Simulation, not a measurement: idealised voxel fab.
Documented hereafter: the process module known as voxel lift off.
We display cut, a cross-section 285 nm in width whose square cells are each 5 nm.
Heads up, the way a cross-section reads in here is a grid of square cells, handed over as bands from the top down, with every band being one or more rows of cells. Within each band entry, the heights of the top and of the bottom of the band appear first, in that order and in nm; the materials of the band then follow from left to right, each with its corresponding width in nm. The designation "full width" on a single material indicates that it fills the band from edge to edge; the designation "empty" indicates empty space. Counting heights begins at 0, where everything beneath is, in the wafer as received, one material. The lowest band has no bottom; it goes on downwards, as "0 nm and below" shows. The expression "30..40" gives the width at the extremes of the band, the first number at its top row of cells and the second at its bottom row, with the width changing by equal amounts from each row to the next in between. Given "same as before" for a step, no cell of the cross-section differs between before and after that step. Look at "Closed internal cavities" for the closed voids: empty spaces with no open path to the top, sized 8 cells or up. Each is width x height at distance, distance from the left edge, all nm. Formally, on a step line, whatever follows the settings is a remark that the simulator itself makes on the step. The line of a step may include "overlay nm". On a step with a mask, this value is how far to the right of its planned place the mask lay. A negative value means the mask lay to the left.

[Process steps - plan]
1,RECEIVE [material Si]
2,CONFORMAL_DEP [material SiO2] [thk nm 15]
3,PATTERN [tone open] [mask id LINES] [material resist] [width nm 15] [pitch nm 40] [thk nm 15] [overlay nm 0]
4,DIRECTIONAL_DEP [material Ru] [thk nm 5]
5,STRIP [etch materials resist]
6,CONFORMAL_DEP [material SiCN] [thk nm 10]

[First of two wafers, with the run carried out as planned]

[Cross-section of the wafer as it came to us, i.e., already through step 1]
* 0 nm and below | Si full width
* Closed internal cavities: none

[Cross-section of the wafer after step 2]
* 15 nm to 0 nm | SiO2 full width
* For the remainder of the cross-section, below 0, there is no change.

[Cross-section of the wafer after step 3]
* 30 nm to 15 nm | resist 75 | empty 15 | resist 25 | empty 15 | resist 25 | empty 15 | resist 25 | empty 15 | resist 75
* For the remainder of the cross-section, below 15, there is no change.

[Cross-section of the wafer after step 4]
* 35 nm to 30 nm | Ru 75 | empty 15 | Ru 25 | empty 15 | Ru 25 | empty 15 | Ru 25 | empty 15 | Ru 75
* 30 nm to 20 nm | resist 75 | empty 15 | resist 25 | empty 15 | resist 25 | empty 15 | resist 25 | empty 15 | resist 75
* 20 nm to 15 nm | resist 75 | Ru 15 | resist 25 | Ru 15 | resist 25 | Ru 15 | resist 25 | Ru 15 | resist 75
* For the remainder of the cross-section, below 15, there is no change.

[Cross-section of the wafer after step 5]
* 20 nm to 15 nm | empty 75 | Ru 15 | empty 25 | Ru 15 | empty 25 | Ru 15 | empty 25 | Ru 15 | empty 75
* For the remainder of the cross-section, below 15, there is no change.

[Cross-section of the wafer after step 6]
* 30 nm to 25 nm | empty 65 | SiCN 35 | empty 5 | SiCN 35 | empty 5 | SiCN 35 | empty 5 | SiCN 35 | empty 65
* 25 nm to 20 nm | SiCN full width
* 20 nm to 15 nm | SiCN 75 | Ru 15 | SiCN 25 | Ru 15 | SiCN 25 | Ru 15 | SiCN 25 | Ru 15 | SiCN 75
* For the remainder of the cross-section, below 15, there is no change.

[Second Wafer (Identical Start and Plan, One Processing Error; Matches First Wafer Through Step 3)]

Second wafer profile in section, at the moment step 4 of the plan was meant to be complete: same as before

[Second wafer profile in section, at the moment step 5 of the plan was meant to be complete]
* 15 nm to 0 nm | SiO2 full width
* For the remainder of the cross-section, below 0, there is no change.

[Second wafer profile in section, at the moment step 6 of the plan was meant to be complete]
* 25 nm to 15 nm | SiCN full width
* For the remainder of the cross-section, below 15, there is no change.
Run error: step 4 from the plan never happened, it was just skipped
In the final state, the cell counts of the second wafer exceed or fall short of those of the first for the following materials: 12 fewer of Ru | 16 fewer of SiCN
